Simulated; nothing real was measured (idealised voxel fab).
Title: Process Module voxel tone inversion
Cross-sectional view cut (width: 195 nm; square cell size: 5 nm).
The cross-sections in this document take the form of a grid made of square cells. They are written out as bands, in order from top to bottom. Each band consists of one or more rows of cells.
The band entry comprises the height of the band's top followed by the height of its bottom, expressed in nm, and subsequently the band's materials from left to right, each stated together with its width in nm. Where a single material is marked with the word "everywhere", that material fills the band from edge to edge. The word "blank" represents empty space.
A quick word on heights: they are counted from 0, and under that level the wafer as it came to us is one material throughout. The lowest band is different from the rest in having no bottom; it simply continues downward, written as in "0 -> down".
A width such as "30->40" changes by the same amount from each row of cells to the next, from the band's top row to its bottom row.
The cross-section has no changed cell in any step marked "all unchanged".
The entry titled "closed voids" provides the empty spaces that have no open way to the top, restricted to those of 8 cells or more. Each is presented as width x height at distance, the distance being measured from the left edge, with all three in nm.
Note: text after step settings on the step line = simulator remark on that step.
overlay nm: for a step with a mask, the amount by which the mask lay right of where it was planned; a negative amount means left of it.
### So here's the lineup of process steps we planned
step 1: RECEIVE with material Si
step 2: CONFORMAL_DEP with material SiCN, thk nm 10
step 3: DIRECTIONAL_DEP with material polySi, thk nm 15
step 4: PATTERN with tone cover, mask id POSTS, material resist, width nm 20, pitch nm 35, thk nm 25, overlay nm 0
step 5: DIRECTIONAL_ETCH with etch materials polySi, depth nm 15
step 6: STRIP with etch materials resist
step 7: FILL_DEP with material SiO2, thk nm 5
step 8: CMP with height nm 25
step 9: STRIP with etch materials polySi
step 10: CONFORMAL_DEP with material TiN, thk nm 5
step 11: FILL_DEP with material Cu, thk nm 5
step 12: CMP with height nm 25
step 13: CONFORMAL_DEP with material SiCN, thk nm 5
### Wafer cross-section on receipt, i.e. after step 1
    0 -> down = Si everywhere
    closed voids: none
### Same starting wafer, same plan as above, one mistake in the execution; this is the cross-section at the end of the module
    30 -> 25 = SiCN everywhere
    25 -> 20 = SiO2=35  TiN=5  Cu=10  TiN=5  SiO2=15  TiN=5  Cu=10  TiN=5  SiO2=15  TiN=5  Cu=10  TiN=5  SiO2=15  TiN=5  Cu=10  TiN=5  SiO2=35
    20 -> 15 = SiO2=35  TiN=20  SiO2=15  TiN=20  SiO2=15  TiN=20  SiO2=15  TiN=20  SiO2=35
    15 -> 0 = SiCN everywhere
    0 -> down = Si everywhere
    closed voids: none
Where did the run depart from the plan? the process deviated at step 2: the operation and settings actually run there were CONFORMAL_DEP with material SiCN, thk nm 15
